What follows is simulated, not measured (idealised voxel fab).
Herein follows the process module entitled voxel transistor to metal.
For reference, the cross-section in this document is cut, with width 140 nm and square cells of 5 nm.
Square cells in a grid make up a cross-section in this document, and the grid is given as bands, listed from the top down, each one or more rows of cells.
Heights first: top, then bottom, in nm. Then materials, left to right, each with a width in nm. "full width" on a single material: fills the band edge to edge. "air": empty space.
Heads up on the height convention: 0 is the point under which the incoming wafer is all one material, and the lowest band has no bottom, it just keeps going down, like "0..down".
When a width is written as two numbers, as in "30 to 40", the first number is the width in the top row of cells of the band and the second is the width in its bottom row, and the width changes by the same amount from each row to the next.
Where a step carries "no alteration", the cross-section came out of it unchanged, cell for cell.
"Unvented voids" contains a list of empty spaces, each no smaller than 8 cells and without an open way to the top, written in the form width x height at distance with the distance from the left edge and all three in nm.
Step line, after settings: the simulator's comment on this step.
Regarding "overlay nm": on a step with a mask, it is the distance the mask lay to the right of its planned place; a negative value places it to the left.
Note: before/after cross-section pairs follow, one process step per pair, after-side truncated at the lowest changed band, step and settings given beneath. Different runs of this module on the same starting wafer may supply the pairs; a pair continues the one above only where the "Pre-step" entry says so.
Pre-step
  55..35 | lowk full width
  35..30 | SiN full width
  30..20 | SiO2 (25) / TiN (5) / W (5) / TiN (5) / SiO2 (60) / TiN (5) / W (5) / TiN (5) / SiO2 (25)
  20..15 | SiO2 (25) / TiN (5) / W (5) / TiN (5) / SiO2 (5) / SiN (10) / HfO2 (5) / TiN (5) / W (10) / TiN (5) / HfO2 (5) / SiN (10) / SiO2 (5) / TiN (5) / W (5) / TiN (5) / SiO2 (25)
  15..10 | SiO2 (25) / TiN (15) / SiO2 (5) / SiN (10) / HfO2 (5) / TiN (5) / W (10) / TiN (5) / HfO2 (5) / SiN (10) / SiO2 (5) / TiN (15) / SiO2 (25)
  10..5 | SiO2 (20) / SiGe (25) / SiN (10) / HfO2 (5) / TiN (5) / W (10) / TiN (5) / HfO2 (5) / SiN (10) / SiGe (25) / SiO2 (20)
  5..0 | SiO2 (15) / SiN (10) / SiGe (20) / SiN (10) / HfO2 (5) / TiN (20) / HfO2 (5) / SiN (10) / SiGe (20) / SiN (10) / SiO2 (15)
  0..-5 | SiO2 (25) / SiGe (20) / SiO2 (5) / HfO2 (40) / SiO2 (5) / SiGe (20) / SiO2 (25)
  -5..-20 | SiO2 (20) / Si (5) / SiGe (20) / Si (50) / SiGe (20) / Si (5) / SiO2 (20)
  -20..-35 | SiO2 (20) / Si (100) / SiO2 (20)
  -35..down | Si full width
  Unvented voids: none
after
  55..35 | lowk (15) / air (15) / lowk (60) / air (15) / lowk (35)
  No changes below 35.
  Unvented voids: none
Step, pre vs post cross-sections above: MASKED_ETCH: tone open, mask id METAL_1, width nm 15, pitch nm 75, etch materials lowk, depth nm 20, overlay nm -10
Pre-step: the after view from the pair directly above serves as the before view here.
after
  55..35 | lowk (15) / air (15) / lowk (60) / air (15) / lowk (35)
  35..30 | SiN (25) / air (5) / SiN (70) / air (5) / SiN (35)
  No changes below 30.
  Unvented voids: none
Step, pre vs post cross-sections above: MASKED_ETCH: tone open, mask id METAL_1, width nm 15, pitch nm 75, etch materials SiN, depth nm 5, overlay nm 0
Pre-step: the after view from the pair directly above serves as the before view here.
after
  60..55 | TiN (20) / air (5) / TiN (70) / air (5) / TiN (40)
  55..40 | lowk (15) / TiN (5) / air (5) / TiN (5) / lowk (60) / TiN (5) / air (5) / TiN (5) / lowk (35)
  40..35 | lowk (15) / TiN (15) / lowk (60) / TiN (15) / lowk (35)
  35..30 | SiN (25) / TiN (5) / SiN (70) / TiN (5) / SiN (35)
  No changes below 30.
  Unvented voids: none
Step, pre vs post cross-sections above: CONFORMAL_DEP: material TiN, thk nm 5
Pre-step: the after view from the pair directly above serves as the before view here.
after
  70..60 | Cu full width
  60..55 | TiN (20) / Cu (5) / TiN (70) / Cu (5) / TiN (40)
  55..40 | lowk (15) / TiN (5) / Cu (5) / TiN (5) / lowk (60) / TiN (5) / Cu (5) / TiN (5) / lowk (35)
  No changes below 40.
  Unvented voids: none
Step, pre vs post cross-sections above: FILL_DEP: material Cu, thk nm 10
Pre-step: the after view from the pair directly above serves as the before view here.
after
  55..40 | lowk (15) / TiN (5) / Cu (5) / TiN (5) / lowk (60) / TiN (5) / Cu (5) / TiN (5) / lowk (35)
  No changes below 40.
  Unvented voids: none
Step, pre vs post cross-sections above: CMP: height nm 55
Pre-step: the after view from the pair directly above serves as the before view here.
after
  60..55 | SiN full width
  No changes below 55.
  Unvented voids: none
Step, pre vs post cross-sections above: CONFORMAL_DEP: material SiN, thk nm 5
Pre-step
  35..30 | air (35) / TiN (30) / air (10) / TiN (30) / air (35)
  30..25 | TiN (40) / HfO2 (20) / TiN (5) / air (10) / TiN (5) / HfO2 (20) / TiN (40)
  25..20 | HfO2 (45) / SiN (10) / HfO2 (5) / TiN (5) / air (10) / TiN (5) / HfO2 (5) / SiN (10) / HfO2 (45)
  20..10 | SiO2 (45) / SiN (10) / HfO2 (5) / TiN (5) / air (10) / TiN (5) / HfO2 (5) / SiN (10) / SiO2 (45)
  10..5 | SiO2 (20) / SiGe (25) / SiN (10) / HfO2 (5) / TiN (5) / air (10) / TiN (5) / HfO2 (5) / SiN (10) / SiGe (25) / SiO2 (20)
  5..0 | SiO2 (15) / SiN (10) / SiGe (20) / SiN (10) / HfO2 (5) / TiN (20) / HfO2 (5) / SiN (10) / SiGe (20) / SiN (10) / SiO2 (15)
  0..-5 | SiO2 (25) / SiGe (20) / SiO2 (5) / HfO2 (40) / SiO2 (5) / SiGe (20) / SiO2 (25)
  -5..-20 | SiO2 (20) / Si (5) / SiGe (20) / Si (50) / SiGe (20) / Si (5) / SiO2 (20)
  -20..-35 | SiO2 (20) / Si (100) / SiO2 (20)
  -35..down | Si full width
  Unvented voids: none
after
  45..35 | SiCN full width
  35..30 | SiCN (35) / TiN (30) / SiCN (10) / TiN (30) / SiCN (35)
  30..25 | TiN (40) / HfO2 (20) / TiN (5) / SiCN (10) / TiN (5) / HfO2 (20) / TiN (40)
  25..20 | HfO2 (45) / SiN (10) / HfO2 (5) / TiN (5) / SiCN (10) / TiN (5) / HfO2 (5) / SiN (10) / HfO2 (45)
  20..10 | SiO2 (45) / SiN (10) / HfO2 (5) / TiN (5) / SiCN (10) / TiN (5) / HfO2 (5) / SiN (10) / SiO2 (45)
  10..5 | SiO2 (20) / SiGe (25) / SiN (10) / HfO2 (5) / TiN (5) / SiCN (10) / TiN (5) / HfO2 (5) / SiN (10) / SiGe (25) / SiO2 (20)
  No changes below 5.
  Unvented voids: none
Step, pre vs post cross-sections above: FILL_DEP: material SiCN, thk nm 10
Pre-step: the after view from the pair directly above serves as the before view here.
after
  20..10 | SiO2 (45) / SiN (10) / HfO2 (5) / TiN (5) / SiCN (10) / TiN (5) / HfO2 (5) / SiN (10) / SiO2 (45)
  No changes below 10.
  Unvented voids: none
Step, pre vs post cross-sections above: CMP: height nm 20
Pre-step: the after view from the pair directly above serves as the before view here.
after
  30..20 | SiO2 full width
  No changes below 20.
  Unvented voids: none
Step, pre vs post cross-sections above: DIRECTIONAL_DEP: material SiO2, thk nm 10
Pre-step: the after view from the pair directly above serves as the before view here.
after
  30..20 | SiO2 (25) / air (15) / SiO2 (60) / air (15) / SiO2 (25)
  20..10 | SiO2 (25) / air (15) / SiO2 (5) / SiN (10) / HfO2 (5) / TiN (5) / SiCN (10) / TiN (5) / HfO2 (5) / SiN (10) / SiO2 (5) / air (15) / SiO2 (25)
  No changes below 10.
  Unvented voids: none
Step, pre vs post cross-sections above: MASKED_ETCH: tone open, mask id CONTACT, width nm 15, pitch nm 75, etch materials SiO2, depth nm 20, overlay nm 0
Pre-step: the after view from the pair directly above serves as the before view here.
after
  35..30 | TiN (30) / air (5) / TiN (70) / air (5) / TiN (30)
  30..20 | SiO2 (25) / TiN (5) / air (5) / TiN (5) / SiO2 (60) / TiN (5) / air (5) / TiN (5) / SiO2 (25)
  20..15 | SiO2 (25) / TiN (5) / air (5) / TiN (5) / SiO2 (5) / SiN (10) / HfO2 (5) / TiN (5) / SiCN (10) / TiN (5) / HfO2 (5) / SiN (10) / SiO2 (5) / TiN (5) / air (5) / TiN (5) / SiO2 (25)
  15..10 | SiO2 (25) / TiN (15) / SiO2 (5) / SiN (10) / HfO2 (5) / TiN (5) / SiCN (10) / TiN (5) / HfO2 (5) / SiN (10) / SiO2 (5) / TiN (15) / SiO2 (25)
  No changes below 10.
  Unvented voids: none
Step, pre vs post cross-sections above: CONFORMAL_DEP: material TiN, thk nm 5
Pre-step: the after view from the pair directly above serves as the before view here.
after
  45..35 | W full width
  35..30 | TiN (30) / W (5) / TiN (70) / W (5) / TiN (30)
  30..20 | SiO2 (25) / TiN (5) / W (5) / TiN (5) / SiO2 (60) / TiN (5) / W (5) / TiN (5) / SiO2 (25)
  20..15 | SiO2 (25) / TiN (5) / W (5) / TiN (5) / SiO2 (5) / SiN (10) / HfO2 (5) / TiN (5) / SiCN (10) / TiN (5) / HfO2 (5) / SiN (10) / SiO2 (5) / TiN (5) / W (5) / TiN (5) / SiO2 (25)
  No changes below 15.
  Unvented voids: none
Step, pre vs post cross-sections above: FILL_DEP: material W, thk nm 10
Pre-step: the after view from the pair directly above serves as the before view here.
after
  30..20 | SiO2 (25) / TiN (5) / W (5) / TiN (5) / SiO2 (60) / TiN (5) / W (5) / TiN (5) / SiO2 (25)
  No changes below 20.
  Unvented voids: none
Step, pre vs post cross-sections above: CMP: height nm 30
Pre-step: the after view from the pair directly above serves as the before view here.
after
  35..30 | SiN full width
  No changes below 30.
  Unvented voids: none
Step, pre vs post cross-sections above: CONFORMAL_DEP: material SiN, thk nm 5
Pre-step: the after view from the pair directly above serves as the before view here.
after
  55..35 | lowk full width
  No changes below 35.
  Unvented voids: none
Step, pre vs post cross-sections above: DIRECTIONAL_DEP: material lowk, thk nm 20
Pre-step: the after view from the pair directly above serves as the before view here.
after
  55..35 | lowk (25) / air (15) / lowk (60) / air (15) / lowk (25)
  No changes below 35.
  Unvented voids: none
Step, pre vs post cross-sections above: MASKED_ETCH: tone open, mask id METAL_1, width nm 15, pitch nm 75, etch materials lowk, depth nm 20, overlay nm 0
Pre-step: the after view from the pair directly above serves as the before view here.
after
  55..35 | lowk (25) / air (15) / lowk (60) / air (15) / lowk (25)
  35..30 | SiN (25) / air (15) / SiN (60) / air (15) / SiN (25)
  No changes below 30.
  Unvented voids: none
Step, pre vs post cross-sections above: MASKED_ETCH: tone open, mask id METAL_1, width nm 15, pitch nm 75, etch materials SiN, depth nm 5, overlay nm 0
Pre-step: the after view from the pair directly above serves as the before view here.
after
  60..55 | TiN (30) / air (5) / TiN (70) / air (5) / TiN (30)
  55..35 | lowk (25) / TiN (5) / air (5) / TiN (5) / lowk (60) / TiN (5) / air (5) / TiN (5) / lowk (25)
  35..30 | SiN (25) / TiN (15) / SiN (60) / TiN (15) / SiN (25)
  No changes below 30.
  Unvented voids: none
Step, pre vs post cross-sections above: CONFORMAL_DEP: material TiN, thk nm 5
Pre-step: the after view from the pair directly above serves as the before view here.
after
  70..60 | Cu full width
  60..55 | TiN (30) / Cu (5) / TiN (70) / Cu (5) / TiN (30)
  55..35 | lowk (25) / TiN (5) / Cu (5) / TiN (5) / lowk (60) / TiN (5) / Cu (5) / TiN (5) / lowk (25)
  No changes below 35.
  Unvented voids: none
Step, pre vs post cross-sections above: FILL_DEP: material Cu, thk nm 10
Pre-step: the after view from the pair directly above serves as the before view here.
after
  55..35 | lowk (25) / TiN (5) / Cu (5) / TiN (5) / lowk (60) / TiN (5) / Cu (5) / TiN (5) / lowk (25)
  No changes below 35.
  Unvented voids: none
Step, pre vs post cross-sections above: CMP: height nm 55
Pre-step: the after view from the pair directly above serves as the before view here.
after
  60..55 | SiN full width
  No changes below 55.
  Unvented voids: none
Step, pre vs post cross-sections above: CONFORMAL_DEP: material SiN, thk nm 5
Pre-step
  15..5 | SiN full width
  5..0 | SiO2 full width
  0..down | Si full width
  Unvented voids: none
after
  15..5 | SiN (20) / air (100) / SiN (20)
  No changes below 5.
  Unvented voids: none
Step, pre vs post cross-sections above: MASKED_ETCH: tone open, mask id ACTIVE, width nm 100, etch materials SiN, depth nm 10, overlay nm 0
Pre-step: the after view from the pair directly above serves as the before view here.
after
  25..15 | SiO2 full width
  15..5 | SiN (20) / SiO2 (100) / SiN (20)
  No changes below 5.
  Unvented voids: none
Step, pre vs post cross-sections above: FILL_DEP: material SiO2, thk nm 10
Pre-step: the after view from the pair directly above serves as the before view here.
after
  15..5 | SiN (20) / SiO2 (100) / SiN (20)
  No changes below 5.
  Unvented voids: none
Step, pre vs post cross-sections above: CMP: height nm 15
Pre-step: the after view from the pair directly above serves as the before view here.
after
  15..10 | SiN (20) / air (100) / SiN (20)
  No changes below 10.
  Unvented voids: none
Step, pre vs post cross-sections above: SELECTIVE_ETCH: etch materials SiO2, depth nm 5
Pre-step: the after view from the pair directly above serves as the before view here.
after
  10..5 | air (20) / SiO2 (100) / air (20)
  No changes below 5.
  Unvented voids: none
Step, pre vs post cross-sections above: STRIP: etch materials SiN
Pre-step: the after view from the pair directly above serves as the before view here.
after
  5..0 | air (25) / SiO2 (90) / air (25)
  No changes below 0.
  Unvented voids: none
Step, pre vs post cross-sections above: SELECTIVE_ETCH: etch materials SiO2, depth nm 5
Pre-step: the after view from the pair directly above serves as the before view here.
after
  5..0 | air (25) / SiO2 (90) / air (25)
  0..-5 | SiO2 (30) / Si (80) / SiO2 (30)
  No changes below -5.
  Unvented voids: none
Step, pre vs post cross-sections above: OXIDIZE: depth nm 5
Pre-step: the after view from the pair directly above serves as the before view here.
after
  30..25 | air (25) / polySi (90) / air (25)
  25..5 | polySi full width
  5..0 | polySi (25) / SiO2 (90) / polySi (25)
  No changes below 0.
  Unvented voids: none
Step, pre vs post cross-sections above: DIRECTIONAL_DEP: material polySi, thk nm 25
Pre-step: the after view from the pair directly above serves as the before view here.
after
  40..35 | air (25) / SiCN (90) / air (25)
  35..30 | SiCN full width
  30..25 | SiCN (25) / polySi (90) / SiCN (25)
  No changes below 25.
  Unvented voids: none
Step, pre vs post cross-sections above: DIRECTIONAL_DEP: material SiCN, thk nm 10
Pre-step: the after view from the pair directly above serves as the before view here.
after
  40..30 | air (55) / SiCN (30) / air (55)
  30..25 | air (25) / polySi (90) / air (25)
  No changes below 25.
  Unvented voids: none
Step, pre vs post cross-sections above: MASKED_ETCH: tone cover, mask id GATE, width nm 30, etch materials SiCN, depth nm 20, overlay nm 0
Pre-step: the after view from the pair directly above serves as the before view here.
after
  40..30 | air (55) / SiCN (30) / air (55)
  30..5 | air (55) / polySi (30) / air (55)
  5..0 | air (25) / SiO2 (90) / air (25)
  No changes below 0.
  Unvented voids: none
Step, pre vs post cross-sections above: MASKED_ETCH: tone cover, mask id GATE, width nm 30, etch materials polySi, depth nm 35, overlay nm 0
Pre-step: the after view from the pair directly above serves as the before view here.
after
  50..40 | air (45) / SiN (50) / air (45)
  40..30 | air (45) / SiN (10) / SiCN (30) / SiN (10) / air (45)
  30..15 | air (45) / SiN (10) / polySi (30) / SiN (10) / air (45)
  15..10 | air (15) / SiN (40) / polySi (30) / SiN (40) / air (15)
  10..5 | SiN (55) / polySi (30) / SiN (55)
  5..0 | SiN (25) / SiO2 (90) / SiN (25)
  No changes below 0.
  Unvented voids: none
Step, pre vs post cross-sections above: CONFORMAL_DEP: material SiN, thk nm 10
Pre-step: the after view from the pair directly above serves as the before view here.
after
  40..30 | air (45) / SiN (10) / SiCN (30) / SiN (10) / air (45)
  30..5 | air (45) / SiN (10) / polySi (30) / SiN (10) / air (45)
  5..0 | air (15) / SiN (10) / SiO2 (90) / SiN (10) / air (15)
  No changes below 0.
  Unvented voids: none
Step, pre vs post cross-sections above: DIRECTIONAL_ETCH: etch materials SiN, depth nm 10
Pre-step: the after view from the pair directly above serves as the before view here.
after
  40..30 | air (45) / SiN (10) / SiCN (30) / SiN (10) / air (45)
  30..5 | air (45) / SiN (10) / polySi (30) / SiN (10) / air (45)
  5..0 | air (15) / SiN (10) / air (20) / SiO2 (50) / air (20) / SiN (10) / air (15)
  0..-5 | air (15) / SiO2 (15) / Si (80) / SiO2 (15) / air (15)
  No changes below -5.
  Unvented voids: none
Step, pre vs post cross-sections above: DIRECTIONAL_ETCH: etch materials SiO2, depth nm 5
Pre-step: the after view from the pair directly above serves as the before view here.
after
  40..30 | air (45) / SiN (10) / SiCN (30) / SiN (10) / air (45)
  30..5 | air (45) / SiN (10) / polySi (30) / SiN (10) / air (45)
  5..0 | air (15) / SiN (10) / air (20) / SiO2 (50) / air (20) / SiN (10) / air (15)
  0..-5 | air (15) / SiO2 (15) / air (15) / Si (50) / air (15) / SiO2 (15) / air (15)
  -5..-15 | air (15) / Si (15) / air (15) / Si (50) / air (15) / Si (15) / air (15)
  -15..-20 | air (15) / Si (110) / air (15)
  No changes below -20.
  Unvented voids: none
Step, pre vs post cross-sections above: DIRECTIONAL_ETCH: etch materials Si, depth nm 15
Pre-step: the after view from the pair directly above serves as the before view here.
after
  40..30 | air (45) / SiN (10) / SiCN (30) / SiN (10) / air (45)
  30..15 | air (45) / SiN (10) / polySi (30) / SiN (10) / air (45)
  15..10 | air (30) / SiGe (15) / SiN (10) / polySi (30) / SiN (10) / SiGe (15) / air (30)
  10..5 | SiGe (45) / SiN (10) / polySi (30) / SiN (10) / SiGe (45)
  5..0 | SiGe (15) / SiN (10) / SiGe (20) / SiO2 (50) / SiGe (20) / SiN (10) / SiGe (15)
  0..-5 | SiGe (15) / SiO2 (15) / SiGe (15) / Si (50) / SiGe (15) / SiO2 (15) / SiGe (15)
  -5..-15 | SiGe (15) / Si (15) / SiGe (15) / Si (50) / SiGe (15) / Si (15) / SiGe (15)
  -15..-20 | SiGe (15) / Si (110) / SiGe (15)
  No changes below -20.
  Unvented voids: none
Step, pre vs post cross-sections above: EPI: material SiGe, thk nm 15
Pre-step: the after view from the pair directly above serves as the before view here.
after
  50..40 | SiO2 full width
  40..30 | SiO2 (45) / SiN (10) / SiCN (30) / SiN (10) / SiO2 (45)
  30..15 | SiO2 (45) / SiN (10) / polySi (30) / SiN (10) / SiO2 (45)
  15..10 | SiO2 (30) / SiGe (15) / SiN (10) / polySi (30) / SiN (10) / SiGe (15) / SiO2 (30)
  No changes below 10.
  Unvented voids: none
Step, pre vs post cross-sections above: FILL_DEP: material SiO2, thk nm 10
Pre-step: the after view from the pair directly above serves as the before view here.
after
  25..15 | SiO2 (45) / SiN (10) / polySi (30) / SiN (10) / SiO2 (45)
  No changes below 15.
  Unvented voids: none
Step, pre vs post cross-sections above: CMP: height nm 25
Pre-step: the after view from the pair directly above serves as the before view here.
after
  25..15 | SiO2 (45) / SiN (10) / air (30) / SiN (10) / SiO2 (45)
  15..10 | SiO2 (30) / SiGe (15) / SiN (10) / air (30) / SiN (10) / SiGe (15) / SiO2 (30)
  10..5 | SiGe (45) / SiN (10) / air (30) / SiN (10) / SiGe (45)
  No changes below 5.
  Unvented voids: none
Step, pre vs post cross-sections above: STRIP: etch materials polySi
Pre-step: the after view from the pair directly above serves as the before view here.
after
  25..20 | air (45) / SiN (10) / air (30) / SiN (10) / air (45)
  20..15 | SiO2 (45) / SiN (10) / air (30) / SiN (10) / SiO2 (45)
  15..10 | SiO2 (30) / SiGe (15) / SiN (10) / air (30) / SiN (10) / SiGe (15) / SiO2 (30)
  10..5 | SiGe (45) / SiN (10) / air (30) / SiN (10) / SiGe (45)
  5..0 | SiGe (15) / SiN (10) / SiGe (20) / SiO2 (5) / air (40) / SiO2 (5) / SiGe (20) / SiN (10) / SiGe (15)
  No changes below 0.
  Unvented voids: none
Step, pre vs post cross-sections above: SELECTIVE_ETCH: etch materials SiO2, depth nm 5
Pre-step: the after view from the pair directly above serves as the before view here.
after
  30..25 | air (40) / HfO2 (20) / air (20) / HfO2 (20) / air (40)
  25..20 | HfO2 (45) / SiN (10) / HfO2 (5) / air (20) / HfO2 (5) / SiN (10) / HfO2 (45)
  20..15 | SiO2 (45) / SiN (10) / HfO2 (5) / air (20) / HfO2 (5) / SiN (10) / SiO2 (45)
  15..10 | SiO2 (30) / SiGe (15) / SiN (10) / HfO2 (5) / air (20) / HfO2 (5) / SiN (10) / SiGe (15) / SiO2 (30)
  10..5 | SiGe (45) / SiN (10) / HfO2 (5) / air (20) / HfO2 (5) / SiN (10) / SiGe (45)
  5..0 | SiGe (15) / SiN (10) / SiGe (20) / SiO2 (5) / HfO2 (40) / SiO2 (5) / SiGe (20) / SiN (10) / SiGe (15)
  No changes below 0.
  Unvented voids: none
Step, pre vs post cross-sections above: CONFORMAL_DEP: material HfO2, thk nm 5
Pre-step: the after view from the pair directly above serves as the before view here.
after
  35..30 | air (35) / TiN (30) / air (10) / TiN (30) / air (35)
  30..25 | TiN (40) / HfO2 (20) / TiN (5) / air (10) / TiN (5) / HfO2 (20) / TiN (40)
  25..20 | HfO2 (45) / SiN (10) / HfO2 (5) / TiN (5) / air (10) / TiN (5) / HfO2 (5) / SiN (10) / HfO2 (45)
  20..15 | SiO2 (45) / SiN (10) / HfO2 (5) / TiN (5) / air (10) / TiN (5) / HfO2 (5) / SiN (10) / SiO2 (45)
  15..10 | SiO2 (30) / SiGe (15) / SiN (10) / HfO2 (5) / TiN (5) / air (10) / TiN (5) / HfO2 (5) / SiN (10) / SiGe (15) / SiO2 (30)
  10..5 | SiGe (45) / SiN (10) / HfO2 (5) / TiN (20) / HfO2 (5) / SiN (10) / SiGe (45)
  No changes below 5.
  Unvented voids: none
Step, pre vs post cross-sections above: CONFORMAL_DEP: material TiN, thk nm 5
Pre-step: the after view from the pair directly above serves as the before view here.
after
  45..35 | W full width
  35..30 | W (35) / TiN (30) / W (10) / TiN (30) / W (35)
  30..25 | TiN (40) / HfO2 (20) / TiN (5) / W (10) / TiN (5) / HfO2 (20) / TiN (40)
  25..20 | HfO2 (45) / SiN (10) / HfO2 (5) / TiN (5) / W (10) / TiN (5) / HfO2 (5) / SiN (10) / HfO2 (45)
  20..15 | SiO2 (45) / SiN (10) / HfO2 (5) / TiN (5) / W (10) / TiN (5) / HfO2 (5) / SiN (10) / SiO2 (45)
  15..10 | SiO2 (30) / SiGe (15) / SiN (10) / HfO2 (5) / TiN (5) / W (10) / TiN (5) / HfO2 (5) / SiN (10) / SiGe (15) / SiO2 (30)
  No changes below 10.
  Unvented voids: none
Step, pre vs post cross-sections above: FILL_DEP: material W, thk nm 10
Pre-step: the after view from the pair directly above serves as the before view here.
after
  20..15 | SiO2 (45) / SiN (10) / HfO2 (5) / TiN (5) / W (10) / TiN (5) / HfO2 (5) / SiN (10) / SiO2 (45)
  No changes below 15.
  Unvented voids: none
Step, pre vs post cross-sections above: CMP: height nm 20
Pre-step: the after view from the pair directly above serves as the before view here.
after
  30..20 | SiO2 full width
  No changes below 20.
  Unvented voids: none
Step, pre vs post cross-sections above: DIRECTIONAL_DEP: material SiO2, thk nm 10
Pre-step: the after view from the pair directly above serves as the before view here.
after
  30..20 | SiO2 (25) / air (15) / SiO2 (60) / air (15) / SiO2 (25)
  20..15 | SiO2 (25) / air (15) / SiO2 (5) / SiN (10) / HfO2 (5) / TiN (5) / W (10) / TiN (5) / HfO2 (5) / SiN (10) / SiO2 (5) / air (15) / SiO2 (25)
  15..10 | SiO2 (25) / air (5) / SiGe (15) / SiN (10) / HfO2 (5) / TiN (5) / W (10) / TiN (5) / HfO2 (5) / SiN (10) / SiGe (15) / air (5) / SiO2 (25)
  No changes below 10.
  Unvented voids: none
Step, pre vs post cross-sections above: MASKED_ETCH: tone open, mask id CONTACT, width nm 15, pitch nm 75, etch materials SiO2, depth nm 20, overlay nm 0
Pre-step: the after view from the pair directly above serves as the before view here.
after
  35..30 | TiN (30) / air (5) / TiN (70) / air (5) / TiN (30)
  30..20 | SiO2 (25) / TiN (5) / air (5) / TiN (5) / SiO2 (60) / TiN (5) / air (5) / TiN (5) / SiO2 (25)
  20..15 | SiO2 (25) / TiN (15) / SiO2 (5) / SiN (10) / HfO2 (5) / TiN (5) / W (10) / TiN (5) / HfO2 (5) / SiN (10) / SiO2 (5) / TiN (15) / SiO2 (25)
  15..10 | SiO2 (25) / TiN (5) / SiGe (15) / SiN (10) / HfO2 (5) / TiN (5) / W (10) / TiN (5) / HfO2 (5) / SiN (10) / SiGe (15) / TiN (5) / SiO2 (25)
  No changes below 10.
  Unvented voids: none
Step, pre vs post cross-sections above: CONFORMAL_DEP: material TiN, thk nm 5
Pre-step: the after view from the pair directly above serves as the before view here.
after
  45..35 | W full width
  35..30 | TiN (30) / W (5) / TiN (70) / W (5) / TiN (30)
  30..20 | SiO2 (25) / TiN (5) / W (5) / TiN (5) / SiO2 (60) / TiN (5) / W (5) / TiN (5) / SiO2 (25)
  No changes below 20.
  Unvented voids: none
Step, pre vs post cross-sections above: FILL_DEP: material W, thk nm 10
Pre-step: the after view from the pair directly above serves as the before view here.
after
  30..20 | SiO2 (25) / TiN (5) / W (5) / TiN (5) / SiO2 (60) / TiN (5) / W (5) / TiN (5) / SiO2 (25)
  No changes below 20.
  Unvented voids: none
Step, pre vs post cross-sections above: CMP: height nm 30
Pre-step: the after view from the pair directly above serves as the before view here.
after
  35..30 | SiN full width
  No changes below 30.
  Unvented voids: none
Step, pre vs post cross-sections above: CONFORMAL_DEP: material SiN, thk nm 5
Pre-step: the after view from the pair directly above serves as the before view here.
after
  55..35 | lowk full width
  No changes below 35.
  Unvented voids: none
Step, pre vs post cross-sections above: DIRECTIONAL_DEP: material lowk, thk nm 20
Pre-step: the after view from the pair directly above serves as the before view here.
after
  55..35 | lowk (25) / air (15) / lowk (60) / air (15) / lowk (25)
  No changes below 35.
  Unvented voids: none
Step, pre vs post cross-sections above: MASKED_ETCH: tone open, mask id METAL_1, width nm 15, pitch nm 75, etch materials lowk, depth nm 20, overlay nm 0
Pre-step: the after view from the pair directly above serves as the before view here.
after
  55..35 | lowk (25) / air (15) / lowk (60) / air (15) / lowk (25)
  35..30 | SiN (25) / air (15) / SiN (60) / air (15) / SiN (25)
  No changes below 30.
  Unvented voids: none
Step, pre vs post cross-sections above: MASKED_ETCH: tone open, mask id METAL_1, width nm 15, pitch nm 75, etch materials SiN, depth nm 5, overlay nm 0
Pre-step: the after view from the pair directly above serves as the before view here.
after
  60..55 | TiN (30) / air (5) / TiN (70) / air (5) / TiN (30)
  55..35 | lowk (25) / TiN (5) / air (5) / TiN (5) / lowk (60) / TiN (5) / air (5) / TiN (5) / lowk (25)
  35..30 | SiN (25) / TiN (15) / SiN (60) / TiN (15) / SiN (25)
  No changes below 30.
  Unvented voids: none
Step, pre vs post cross-sections above: CONFORMAL_DEP: material TiN, thk nm 5
Pre-step: the after view from the pair directly above serves as the before view here.
after
  70..60 | Cu full width
  60..55 | TiN (30) / Cu (5) / TiN (70) / Cu (5) / TiN (30)
  55..35 | lowk (25) / TiN (5) / Cu (5) / TiN (5) / lowk (60) / TiN (5) / Cu (5) / TiN (5) / lowk (25)
  No changes below 35.
  Unvented voids: none
Step, pre vs post cross-sections above: FILL_DEP: material Cu, thk nm 10
Pre-step: the after view from the pair directly above serves as the before view here.
after
  55..35 | lowk (25) / TiN (5) / Cu (5) / TiN (5) / lowk (60) / TiN (5) / Cu (5) / TiN (5) / lowk (25)
  No changes below 35.
  Unvented voids: none
Step, pre vs post cross-sections above: CMP: height nm 55
Pre-step: the after view from the pair directly above serves as the before view here.
after
  60..55 | SiN full width
  No changes below 55.
  Unvented voids: none
Step, pre vs post cross-sections above: CONFORMAL_DEP: material SiN, thk nm 5
